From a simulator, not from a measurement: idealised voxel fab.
You're looking at the process module voxel wiring stack.
Cross-section cut spans 230 nm and uses square cells 5 nm in size.
Cross-section, as written here: a square-cell grid given band by band from the top down, where a band holds one or more rows of cells. Quick guide to a band line: top height, bottom height (nm) up front; then every material left to right with its width in nm. Only one material and it's marked "everywhere"? Then it fills the band edge to edge. And "blank" just means empty space. Basically, 0 is our baseline, since under it the wafer straight out of the box is all one material. The bottom band has no lower end and keeps on going down, so it looks like "0 -> down". The expression "30..40" gives the width at the extremes of the band, the first number at its top row of cells and the second at its bottom row, with the width changing by equal amounts from each row to the next in between. A step reported as "nothing was modified" is a step in which no cell of the cross-section changed. Voids not open to the top, 8 cells minimum: see "Sealed void list". Written width x height at distance; distance is from the left edge; nm. What comes after the settings on a step's line is commentary from the simulator itself on that step. "overlay nm" on a masked step: distance the mask lay right of its planned place, negative for left.
PLAN
1. RECEIVE: material Si
2. CONFORMAL_DEP: material SiO2, thk nm 10
3. DIRECTIONAL_DEP: material TiN, thk nm 5
4. DIRECTIONAL_DEP: material W, thk nm 20
5. PATTERN: tone cover, mask id METAL_1, material resist, width nm 25, pitch nm 40, thk nm 20, overlay nm 0
6. DIRECTIONAL_ETCH: etch materials W, depth nm 20
7. DIRECTIONAL_ETCH: etch materials TiN, depth nm 5
8. STRIP: etch materials resist
9. CONFORMAL_DEP: material SiN, thk nm 5
10. FILL_DEP: material SiO2, thk nm 10
11. CMP: height nm 35
12. CONFORMAL_DEP: material SiCN, thk nm 5
13. DIRECTIONAL_DEP: material lowk, thk nm 15
14. MASKED_ETCH: tone open, mask id PLUG_1, width nm 15, pitch nm 80, etch materials lowk, depth nm 15, overlay nm 0
15. MASKED_ETCH: tone open, mask id PLUG_1, width nm 15, pitch nm 80, etch materials SiCN, depth nm 5, overlay nm 0
16. EPI: material Ru, thk nm 10
17. EPI: material Ru, thk nm 10
18. DIRECTIONAL_DEP: material TiN, thk nm 5
19. DIRECTIONAL_DEP: material Ru, thk nm 15
20. DIRECTIONAL_DEP: material aC, thk nm 10
21. PATTERN: tone cover, mask id METAL_2, material resist, width nm 25, pitch nm 40, thk nm 30, overlay nm 0
22. DIRECTIONAL_ETCH: etch materials aC, depth nm 10
23. STRIP: etch materials resist
24. DIRECTIONAL_ETCH: etch materials Ru, depth nm 15
25. DIRECTIONAL_ETCH: etch materials TiN, depth nm 5
26. STRIP: etch materials aC
27. CONFORMAL_DEP: material SiCN, thk nm 5
28. FILL_DEP: material lowk, thk nm 5
29. CMP: height nm 75
30. CONFORMAL_DEP: material SiCN, thk nm 5
31. DIRECTIONAL_DEP: material SiO2, thk nm 35
32. MASKED_ETCH: tone open, mask id METAL_3_HOLES, width nm 15, pitch nm 40, etch materials SiO2, depth nm 35, overlay nm 0
33. DIRECTIONAL_DEP: material aC, thk nm 15
34. PATTERN: tone open, mask id METAL_3, material resist, width nm 25, pitch nm 40, thk nm 30, overlay nm 0
35. DIRECTIONAL_ETCH: etch materials aC, depth nm 15
36. STRIP: etch materials resist
37. DIRECTIONAL_ETCH: etch materials SiO2, depth nm 20
38. DIRECTIONAL_ETCH: etch materials SiCN, depth nm 5
39. STRIP: etch materials aC
40. CONFORMAL_DEP: material TiN, thk nm 5
41. FILL_DEP: material Cu, thk nm 10
42. CMP: height nm 115
43. CONFORMAL_DEP: material SiCN, thk nm 5
44. DIRECTIONAL_DEP: material lowk, thk nm 25
45. DIRECTIONAL_DEP: material aC, thk nm 15
46. PATTERN: tone open, mask id METAL_4_HOLES, material resist, width nm 15, pitch nm 40, thk nm 35, overlay nm 0
47. DIRECTIONAL_ETCH: etch materials aC, depth nm 15
48. STRIP: etch materials resist
49. DIRECTIONAL_ETCH: etch materials lowk, depth nm 25
50. STRIP: etch materials aC
51. MASKED_ETCH: tone open, mask id METAL_4, width nm 25, pitch nm 40, etch materials lowk, depth nm 15, overlay nm 0
52. MASKED_ETCH: tone open, mask id METAL_4, width nm 25, pitch nm 40, etch materials SiCN, depth nm 5, overlay nm 0
53. CONFORMAL_DEP: material TiN, thk nm 5
54. FILL_DEP: material Ru, thk nm 10
55. CMP: height nm 145
56. CONFORMAL_DEP: material SiCN, thk nm 5
WAFER AT RECEIPT (POST STEP 1), CROSS-SECTION
- 0 -> down: Si everywhere
- Sealed void list: none
THE PLAN ABOVE WAS CARRIED OUT ON THE STARTING STRUCTURE ABOVE WITH ONE MISTAKE, AND THIS CROSS-SECTION SHOWS THE WAFER AT THE END OF THE MODULE
- 150 -> 145: SiCN everywhere
- 145 -> 135: 60 nm lowk | 5 nm TiN | 15 nm Ru | 5 nm TiN | 15 nm lowk | 5 nm TiN | 15 nm Ru | 5 nm TiN | 15 nm lowk | 5 nm TiN | 15 nm Ru | 5 nm TiN | 65 nm lowk
- 135 -> 130: 60 nm lowk | 5 nm TiN | 5 nm Ru | 15 nm TiN | 15 nm lowk | 5 nm TiN | 5 nm Ru | 15 nm TiN | 15 nm lowk | 5 nm TiN | 5 nm Ru | 15 nm TiN | 65 nm lowk
- 130 -> 120: 60 nm lowk | 5 nm TiN | 5 nm Ru | 5 nm TiN | 25 nm lowk | 5 nm TiN | 5 nm Ru | 5 nm TiN | 25 nm lowk | 5 nm TiN | 5 nm Ru | 5 nm TiN | 75 nm lowk
- 120 -> 115: 60 nm SiCN | 15 nm TiN | 25 nm SiCN | 15 nm TiN | 25 nm SiCN | 15 nm TiN | 75 nm SiCN
- 115 -> 100: 60 nm SiO2 | 5 nm TiN | 15 nm Cu | 5 nm TiN | 15 nm SiO2 | 5 nm TiN | 15 nm Cu | 5 nm TiN | 15 nm SiO2 | 5 nm TiN | 15 nm Cu | 5 nm TiN | 65 nm SiO2
- 100 -> 95: 60 nm SiO2 | 5 nm TiN | 5 nm Cu | 15 nm TiN | 15 nm SiO2 | 5 nm TiN | 5 nm Cu | 15 nm TiN | 15 nm SiO2 | 5 nm TiN | 5 nm Cu | 15 nm TiN | 65 nm SiO2
- 95 -> 80: 60 nm SiO2 | 5 nm TiN | 5 nm Cu | 5 nm TiN | 25 nm SiO2 | 5 nm TiN | 5 nm Cu | 5 nm TiN | 25 nm SiO2 | 5 nm TiN | 5 nm Cu | 5 nm TiN | 75 nm SiO2
- 80 -> 75: 60 nm SiCN | 15 nm TiN | 25 nm SiCN | 15 nm TiN | 25 nm SiCN | 15 nm TiN | 75 nm SiCN
- 75 -> 55: Ru everywhere
- 55 -> 40: TiN everywhere
- 40 -> 35: SiCN everywhere
- 35 -> 15: 55 nm SiO2 | 5 nm SiN | 25 nm W | 5 nm SiN | 5 nm SiO2 | 5 nm SiN | 25 nm W | 5 nm SiN | 5 nm SiO2 | 5 nm SiN | 25 nm W | 5 nm SiN | 60 nm SiO2
- 15 -> 10: 60 nm SiN | 25 nm TiN | 15 nm SiN | 25 nm TiN | 15 nm SiN | 25 nm TiN | 65 nm SiN
- 10 -> 0: SiO2 everywhere
- 0 -> down: Si everywhere
- Sealed void list: none
What broke from the plan during processing? step 13 did not happen as planned, as run it was DIRECTIONAL_DEP: material TiN, thk nm 15
